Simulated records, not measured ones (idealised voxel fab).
process module | voxel ribs on slabs
In the cross-section labelled cut, the width is 240 nm and each square cell is 5 nm.
Think of the cross-section as a grid of square cells. We describe it in bands, top to bottom, and each band covers one or more rows of those cells. Read a band's entry like this: the first values are the height of its top and the height of its bottom in nm, and what follows is the sequence of materials from left to right, each with its width in nm. Note that "air" is empty space, and that a single material marked "full width" reaches across the band from edge to edge. A quick word on heights: they are counted from 0, and under that level the wafer as it came to us is one material throughout. The lowest band is different from the rest in having no bottom; it simply continues downward, written as in "top 0, no bottom". You'd read "30..40" like this: the band's top row of cells is as wide as the first number, its bottom row is as wide as the second, and going down, every row changes width by the same amount as the row before did. It should be understood that the words "no change", when stated for a given step, signify that the cross-section underwent no change in any of its cells during that step. "Sealed voids": empty spaces of 8 cells or more with no open way to the top, each given as width x height at distance, distance from the left edge, all in nm. If you see something after the settings on a step's line, that's the simulator's own remark about that step. overlay nm: for a step with a mask, the amount by which the mask lay right of where it was planned; a negative amount means left of it.

LISTED BELOW ARE THE PROCESS STEPS AS PLANNED
| 1 | RECEIVE | material Si |
| 2 | DIRECTIONAL_DEP | material SiO2 | thk nm 25 |
| 3 | DIRECTIONAL_DEP | material polySi | thk nm 20 |
| 4 | PATTERN | tone cover | mask id RIB | material resist | width nm 25 | thk nm 15 | overlay nm 0 |
| 5 | DIRECTIONAL_ETCH | etch materials polySi | depth nm 5 |
| 6 | STRIP | etch materials resist |
| 7 | PATTERN | tone cover | mask id SLAB | material resist | width nm 75 | thk nm 20 | overlay nm 0 |
| 8 | DIRECTIONAL_ETCH | etch materials polySi | depth nm 15 |
| 9 | STRIP | etch materials resist |
| 10 | FILL_DEP | material SiO2 | thk nm 25 |
| 11 | CMP | height nm 65 |
| 12 | DIRECTIONAL_DEP | material TiN | thk nm 10 |
| 13 | MASKED_ETCH | tone cover | mask id HEATER | width nm 35 | etch materials TiN | depth nm 10 | overlay nm 0 |
| 14 | CONFORMAL_DEP | material SiO2 | thk nm 5 |

FIRST OF TWO WAFERS - AS PLANNED

INCOMING WAFER, CROSS-SECTIONAL VIEW, POST STEP 1
    top 0, no bottom: Si full width
    Sealed voids: none

AFTER STEP 2
    top 25, bottom 0: SiO2 full width
    Everything below 0 is unchanged.

AFTER STEP 3
    top 45, bottom 25: polySi full width
    Everything below 25 is unchanged.

AFTER STEP 4
    top 60, bottom 45: air 105 | resist 25 | air 110
    Everything below 45 is unchanged.

AFTER STEP 5
    top 60, bottom 45: air 105 | resist 25 | air 110
    top 45, bottom 40: air 105 | polySi 25 | air 110
    Everything below 40 is unchanged.

AFTER STEP 6
    top 45, bottom 40: air 105 | polySi 25 | air 110
    Everything below 40 is unchanged.

AFTER STEP 7
    top 65, bottom 45: air 80 | resist 75 | air 85
    top 45, bottom 40: air 80 | resist 25 | polySi 25 | resist 25 | air 85
    Everything below 40 is unchanged.

AFTER STEP 8
    top 65, bottom 45: air 80 | resist 75 | air 85
    top 45, bottom 40: air 80 | resist 25 | polySi 25 | resist 25 | air 85
    top 40, bottom 25: air 80 | polySi 75 | air 85
    Everything below 25 is unchanged.

AFTER STEP 9
    top 45, bottom 40: air 105 | polySi 25 | air 110
    Everything below 40 is unchanged.

AFTER STEP 10
    top 70, bottom 45: SiO2 full width
    top 45, bottom 40: SiO2 105 | polySi 25 | SiO2 110
    top 40, bottom 25: SiO2 80 | polySi 75 | SiO2 85
    Everything below 25 is unchanged.

AFTER STEP 11
    top 65, bottom 45: SiO2 full width
    Everything below 45 is unchanged.

AFTER STEP 12
    top 75, bottom 65: TiN full width
    Everything below 65 is unchanged.

AFTER STEP 13
    top 75, bottom 65: air 100 | TiN 35 | air 105
    Everything below 65 is unchanged.

AFTER STEP 14
    top 80, bottom 75: air 95 | SiO2 45 | air 100
    top 75, bottom 70: air 95 | SiO2 5 | TiN 35 | SiO2 5 | air 100
    top 70, bottom 65: SiO2 100 | TiN 35 | SiO2 105
    Everything below 65 is unchanged.

WAFER TWO. IDENTICAL START, IDENTICAL PLAN. ONE MISTAKE IN EXECUTION. IDENTICAL HISTORY THROUGH STEP 13

X-SECTION, SECOND WAFER, WHEN STEP 14 WAS DUE TO FINISH
    top 90, bottom 80: air 85 | SiO2 65 | air 90
    top 80, bottom 75: SiO2 full width
    top 75, bottom 65: SiO2 100 | TiN 35 | SiO2 105
    Everything below 65 is unchanged.
Misprocessing identified: step 14 ran as: CONFORMAL_DEP | material SiO2 | thk nm 15
Final difference in cells, second wafer against first, listed per material as more or fewer: SiO2 +104
